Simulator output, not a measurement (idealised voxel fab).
You're looking at the process module voxel self aligned contacts.
For reference, the cross-section in this document is cut, with width 170 nm and square cells of 5 nm.
For the purposes of this document, a cross-section shall be understood as a grid of square cells, specified as bands listed in top-to-bottom order, each band consisting of one or more rows of cells. Look at the band entry: it leads with the top's height and the bottom's height in nm. Then it lists the materials left to right, with a width in nm for each. The word "throughout" on a single material says that material fills the band edge to edge. The word "blank" is empty space. Ref level 0: as-received wafer is one material below here. Bottom band extends down with no lower bound ("0 and below"). So if you see something like "30 to 40" for the width, read it as the top row of the band sitting at the first number and the bottom row at the second, with every row in between moving by the same amount as the last. Reading "everything unchanged" for a step: not a cell of the cross-section changed in it. For the entry "Voids lacking openings", the listed items are empty spaces with no open way to the top whose size is 8 cells or more; each item follows the pattern width x height at distance, where distance is from the left edge and all three are in nm. Formally, on a step line, whatever follows the settings is a remark that the simulator itself makes on the step. Regarding "overlay nm": on a step with a mask, it is the distance the mask lay to the right of its planned place; a negative value places it to the left.

## Process steps foreseen in the plan
step 1: RECEIVE [material Si]
step 2: OXIDIZE [depth nm 5]
step 3: DIRECTIONAL_DEP [material polySi] [thk nm 25]
step 4: DIRECTIONAL_DEP [material SiN] [thk nm 20]
step 5: DIRECTIONAL_DEP [material aC] [thk nm 10]
step 6: PATTERN [tone cover] [mask id GATE] [material resist] [width nm 30] [pitch nm 65] [thk nm 30] [overlay nm 0]
step 7: DIRECTIONAL_ETCH [etch materials aC] [depth nm 10]
step 8: STRIP [etch materials resist]
step 9: DIRECTIONAL_ETCH [etch materials SiN] [depth nm 20]
step 10: DIRECTIONAL_ETCH [etch materials polySi] [depth nm 25]
step 11: STRIP [etch materials aC]
step 12: CONFORMAL_DEP [material SiN] [thk nm 10]
step 13: DIRECTIONAL_ETCH [etch materials SiN] [depth nm 10]
step 14: FILL_DEP [material SiO2] [thk nm 20]
step 15: CMP [height nm 55]
step 16: DIRECTIONAL_DEP [material aC] [thk nm 10]
step 17: PATTERN [tone open] [mask id CONTACT] [material resist] [width nm 45] [thk nm 25] [overlay nm 0]
step 18: DIRECTIONAL_ETCH [etch materials aC] [depth nm 10]
step 19: STRIP [etch materials resist]
step 20: DIRECTIONAL_ETCH [etch materials SiO2] [depth nm 60]
step 21: STRIP [etch materials aC]
step 22: CONFORMAL_DEP [material TiN] [thk nm 5]
step 23: FILL_DEP [material Ru] [thk nm 10]
step 24: CMP [height nm 55]
step 25: CONFORMAL_DEP [material SiCN] [thk nm 5]

## Cross-section of the wafer at receipt, which is the condition after step 1
0 and below: Si throughout
Voids lacking openings: none

## The first of the two wafers as seen in cross-section once the module was finished; processing followed the plan
60 down to 55: SiCN throughout
55 down to 45: SiO2=60 / TiN=5 to 20 / Ru=35 to 5 / TiN=5 to 20 / SiO2=65
45 down to 25: SiO2=25 / SiN=50 / TiN=5 / Ru=5 / TiN=5 / SiN=50 / SiO2=30
25 down to 0: SiO2=25 / SiN=10 / polySi=30 / SiN=10 / TiN=5 / Ru=5 / TiN=5 / SiN=10 / polySi=30 / SiN=10 / SiO2=30
0 down to -5: SiO2=75 / TiN=15 / SiO2=80
-5 and below: Si throughout
Voids lacking openings: none

## Cross-section, second wafer: same start as the first, same plan as the first, one mistake in running it; taken at the end of the module
60 down to 55: SiCN throughout
55 down to 50: SiO2=25 / SiN=50 / TiN=5 / Ru=5 / TiN=5 / SiN=50 / SiO2=30
50 down to 45: SiO2=25 / SiN=50 / TiN=15 / SiN=50 / SiO2=30
45 down to 25: SiN throughout
25 down to 0: polySi throughout
0 down to -5: SiO2 throughout
-5 and below: Si throughout
Voids lacking openings: none
what went wrong: yeah, plan step 4 got run twice
The closing comparison, in cells, has the second wafer with more or fewer of some materials than the first: 16 fewer of Ru, 56 more of SiN, 124 fewer of SiO2, 26 fewer of TiN, 110 more of polySi
